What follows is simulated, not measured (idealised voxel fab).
Process module in this document: voxel trench capacitor
We display cut, a cross-section 285 nm in width whose square cells are each 5 nm.
Cross-section format: a grid of square cells, given as bands from top to bottom; each band is one or more rows of cells.
Band entry format. Leading values: height of top, height of bottom, nm. Remainder: materials in left-to-right order, each with its width in nm. Special words: "everywhere" on a single material, which then fills the band edge to edge; "empty", empty space.
Heights from 0 (as-received wafer is one material below). Bottom band endless downward, as "0 down".
Per-row width for "30 to 40": begins at first number (top row of band), ends at second number (bottom row), increment between rows held constant.
Where the words "remains unaltered" appear for a step, the cross-section shows no cell changed by that step; every cell remained as before.
Entry "Fully enclosed voids" = empty spaces >= 8 cells with no open way to the top; each as width x height at distance, distance from left edge, all nm.
On each step's line, the part that comes after the settings is the simulator's own comment on the step.
overlay nm, on a step with a mask: how far to the right of its planned place the mask lay; to the left if negative
-- The process steps that were planned are listed below
| 1 | op RECEIVE | material Si |
| 2 | op CONFORMAL_DEP | material SiN | thk nm 5 |
| 3 | op MASKED_ETCH | tone open | mask id TRENCH | width nm 25 | pitch nm 40 | etch materials SiN | depth nm 5 | overlay nm 0 |
| 4 | op MASKED_ETCH | tone open | mask id TRENCH | width nm 25 | pitch nm 40 | etch materials Si | depth nm 35 | overlay nm 0 |
| 5 | op CONFORMAL_DEP | material Al2O3 | thk nm 5 |
| 6 | op CONFORMAL_DEP | material TiN | thk nm 5 |
| 7 | op FILL_DEP | material W | thk nm 10 |
| 8 | op CMP | height nm 5 |
Every wafer here starts from the same state; it is the step 6 thk nm that distinguishes them, and the value the plan gives belongs to the first wafer.
-- As-received cross-section, first of several wafers, post step 1
0 down = Si everywhere
Fully enclosed voids: none
-- Heads up, this table goes wafer by wafer. A row tells you, at the end of the module, how many cells of each material that wafer has put on (+) or dropped (-) since it was received, and then its closed voids
thk nm 5, +76 Al2O3, -140 Si, +37 SiN, +60 TiN, +24 W, Fully enclosed voids: none
thk nm 10, +76 Al2O3, -140 Si, +37 SiN, +84 TiN, Fully enclosed voids: none
thk nm 15, +76 Al2O3, -140 Si, +37 SiN, +84 TiN, Fully enclosed voids: none
thk nm 20, +76 Al2O3, -140 Si, +37 SiN, +84 TiN, Fully enclosed voids: none
